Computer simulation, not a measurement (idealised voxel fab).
Name of the process module below: voxel ribs on slabs
Section cut is 185 nm wide and gridded with 5 nm square cells.
Cross-section, as written here: a square-cell grid given band by band from the top down, where a band holds one or more rows of cells. Per band: top height and bottom height in nm, followed by the left-to-right materials and their widths in nm; "full width" marks a single material spanning edge to edge, "empty" marks empty space. Heights are expressed relative to 0, this being the level below which the as-received wafer comprises one material exclusively. The lowest band is unbounded in the downward direction and is denoted as in "top 0, no bottom". Top row gets the first number, bottom row gets the second, and each row in between changes by the same step: that is how a band width like "30->40" works. "same as before" for a step: no cell of the cross-section changed in that step. Under "Enclosed internal cavities" you'll find the enclosed gaps, the ones with no way out to the top, that are 8 cells or bigger; each reads width x height at distance, with distance counted from the left edge, everything in nm. On a step's line, text after the settings is the simulator commenting on that step. The optional step-line setting "overlay nm" applies to steps with a mask and quantifies how far to the right of its planned location the mask lay, a negative value indicating leftward placement.

Process steps (planned):
| 1 | RECEIVE: material Si |
| 2 | DIRECTIONAL_DEP: material SiO2, thk nm 30 |
| 3 | DIRECTIONAL_DEP: material SiN, thk nm 15 |
| 4 | DIRECTIONAL_DEP: material aC, thk nm 15 |
| 5 | PATTERN: tone cover, mask id RIB, material resist, width nm 20, thk nm 35, overlay nm 0 |
| 6 | DIRECTIONAL_ETCH: etch materials aC, depth nm 15 |
| 7 | STRIP: etch materials resist |
| 8 | DIRECTIONAL_ETCH: etch materials SiN, depth nm 5 |
| 9 | STRIP: etch materials aC |
| 10 | DIRECTIONAL_DEP: material aC, thk nm 10 |
| 11 | PATTERN: tone cover, mask id SLAB, material resist, width nm 80, thk nm 30, overlay nm 0 |
| 12 | DIRECTIONAL_ETCH: etch materials aC, depth nm 10 |
| 13 | STRIP: etch materials resist |
| 14 | DIRECTIONAL_ETCH: etch materials SiN, depth nm 10 |
| 15 | STRIP: etch materials aC |
| 16 | FILL_DEP: material SiO2, thk nm 15 |
| 17 | CMP: height nm 55 |
| 18 | DIRECTIONAL_DEP: material W, thk nm 10 |
| 19 | MASKED_ETCH: tone cover, mask id HEATER, width nm 40, etch materials W, depth nm 10, overlay nm 0 |
| 20 | CONFORMAL_DEP: material SiN, thk nm 10 |
The wafers are alike at the start. At step 5, their width nm differs. The plan lists the first wafer's value.

First of several wafers, received after step 1, in cross-section:
- top 0, no bottom  Si full width
- Enclosed internal cavities: none

Row per wafer, end-of-module: cell gain (+)/loss (-) by material since the wafer came in, then closed voids:
width nm 20; +118 SiN; +371 SiO2; +16 W; Enclosed internal cavities: none
width nm 25; +119 SiN; +370 SiO2; +16 W; Enclosed internal cavities: none
width nm 30; +120 SiN; +369 SiO2; +16 W; Enclosed internal cavities: none
width nm 35; +121 SiN; +368 SiO2; +16 W; Enclosed internal cavities: none
width nm 40; +122 SiN; +367 SiO2; +16 W; Enclosed internal cavities: none
width nm 45; +123 SiN; +366 SiO2; +16 W; Enclosed internal cavities: none
